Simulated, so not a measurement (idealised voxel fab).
The process module that follows is named voxel local oxidation.
In the cross-section labelled cut, the width is 295 nm and each square cell is 5 nm.
A cross-section is a grid of square cells, given in bands from the top down. A band is one or more rows of cells. Quick guide to a band line: top height, bottom height (nm) up front; then every material left to right with its width in nm. Only one material and it's marked "all across"? Then it fills the band edge to edge. And "blank" just means empty space. Height reference: 0 = level under which incoming wafer is all one material. Lowest band: no bottom, runs on downward, e.g. "z 0 and below". Think of "30->40" as a width that walks from the first number to the second as you go down the band, top row to bottom row, taking equal-sized steps from row to row. "nothing got changed" (step): cross-section cells unchanged, all of them. Empty spaces counting at least 8 cells and having no open way to the top are listed in "Non-vented voids". The notation width x height at distance is used for each, the distance being from the left edge and all three values in nm. The remark found on a step's line after its settings is issued by the simulator itself and pertains to that step. What "overlay nm" on a step's line means: if the step has a mask, that mask lay this far to the right of its planned place, or, when the value is negative, to the left.
THIS SECTION LISTS THE PROCESS STEPS THAT WERE PLANNED
step 1: RECEIVE, material Si
step 2: CONFORMAL_DEP, material SiO2, thk nm 5
step 3: CONFORMAL_DEP, material SiN, thk nm 10
step 4: DIRECTIONAL_DEP, material aC, thk nm 15
step 5: PATTERN, tone cover, mask id ACTIVE, material resist, width nm 100, pitch nm 130, thk nm 35, overlay nm 0
step 6: DIRECTIONAL_ETCH, etch materials aC, depth nm 15
step 7: STRIP, etch materials resist
step 8: DIRECTIONAL_ETCH, etch materials SiN, depth nm 10
step 9: STRIP, etch materials aC
step 10: SELECTIVE_ETCH, etch materials SiO2, depth nm 5
step 11: OXIDIZE, depth nm 10
step 12: STRIP, etch materials SiN
CROSS-SECTION OF THE INCOMING WAFER, STATE AFTER STEP 1
    z 0 and below = Si all across
    Non-vented voids: none
FIRST OF TWO WAFERS: CROSS-SECTION AT END OF MODULE, RUN PER PLAN
    z 5 to 0 = 35 blank; 90 SiO2; 40 blank; 90 SiO2; 40 blank
    z 0 to -10 = 45 SiO2; 70 Si; 60 SiO2; 70 Si; 50 SiO2
    z -10 and below = Si all across
    Non-vented voids: none
WAFER TWO, END OF MODULE, CROSS-SECTION. SAME START, SAME PLAN AS WAFER ONE. ONE MISTAKE IN THE RUN
    z 5 to 0 = 45 blank; 90 SiO2; 40 blank; 90 SiO2; 30 blank
    z 0 to -10 = 55 SiO2; 70 Si; 60 SiO2; 70 Si; 40 SiO2
    z -10 and below = Si all across
    Non-vented voids: none
Nonconformance to the process plan: off-plan run, step 5, actual operation and settings PATTERN, tone cover, mask id ACTIVE, material resist, width nm 100, pitch nm 130, thk nm 35, overlay nm 10
In the final comparison it is observed that the number of cells assigned to each material is identical for the two wafers, whereas their placement is not.
